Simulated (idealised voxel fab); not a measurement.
Documented hereafter: the process module known as voxel double patterning.
cross-section cut | 190 nm wide | cells 5 nm
Cross-section spec: square-cell grid; bands listed top down; each band is one or more rows. Each band's line starts with the height of the band's top and of its bottom, in nm. Then come its materials from left to right, each with its width in nm. One material with "throughout" fills the band from edge to edge. "air" is empty space. Basically, 0 is our baseline, since under it the wafer straight out of the box is all one material. The bottom band has no lower end and keeps on going down, so it looks like "0 down". It should be noted that a width expressed as "30->40" varies in equal increments from row to row of cells within the band, taking the value of the first number at the top row and that of the second number at the bottom row. "remained the same" for a step: no cell of the cross-section changed in that step. Under "Fully sealed cavities" you'll find the enclosed gaps, the ones with no way out to the top, that are 8 cells or bigger; each reads width x height at distance, with distance counted from the left edge, everything in nm. after a step's settings: what the simulator itself notes on the step. "overlay nm" on a masked step: distance the mask lay right of its planned place, negative for left.
-- Here's what the planned process steps look like
1 RECEIVE (material Si)
2 CONFORMAL_DEP (material SiO2; thk nm 5)
3 DIRECTIONAL_DEP (material polySi; thk nm 10)
4 DIRECTIONAL_DEP (material SiCN; thk nm 10)
5 PATTERN (tone open; mask id FIRST; material resist; width nm 15; pitch nm 50; thk nm 20; overlay nm 0)
6 DIRECTIONAL_ETCH (etch materials SiCN; depth nm 10)
7 STRIP (etch materials resist)
8 MASKED_ETCH (tone open; mask id SECOND; width nm 15; etch materials SiCN; depth nm 10; overlay nm 0)
9 DIRECTIONAL_ETCH (etch materials polySi; depth nm 10)
10 STRIP (etch materials SiCN)
What sets these wafers apart? The thk nm at step 2. They all start alike, and the plan carries the first wafer's value.
-- Cross-section of the first incoming wafer of several, state after step 1
	0 down | Si throughout
	Fully sealed cavities: none
-- What follows is a table in which each wafer occupies a row; for the wafer as it stands at the close of the module, the row states, material by material, how many cells have been gained (+) or lost (-) since receipt, and then gives its closed voids
thk nm 5; +38 SiO2; +58 polySi; Fully sealed cavities: none
thk nm 10; +76 SiO2; +58 polySi; Fully sealed cavities: none
thk nm 15; +114 SiO2; +58 polySi; Fully sealed cavities: none
thk nm 20; +152 SiO2; +58 polySi; Fully sealed cavities: none
thk nm 25; +190 SiO2; +58 polySi; Fully sealed cavities: none
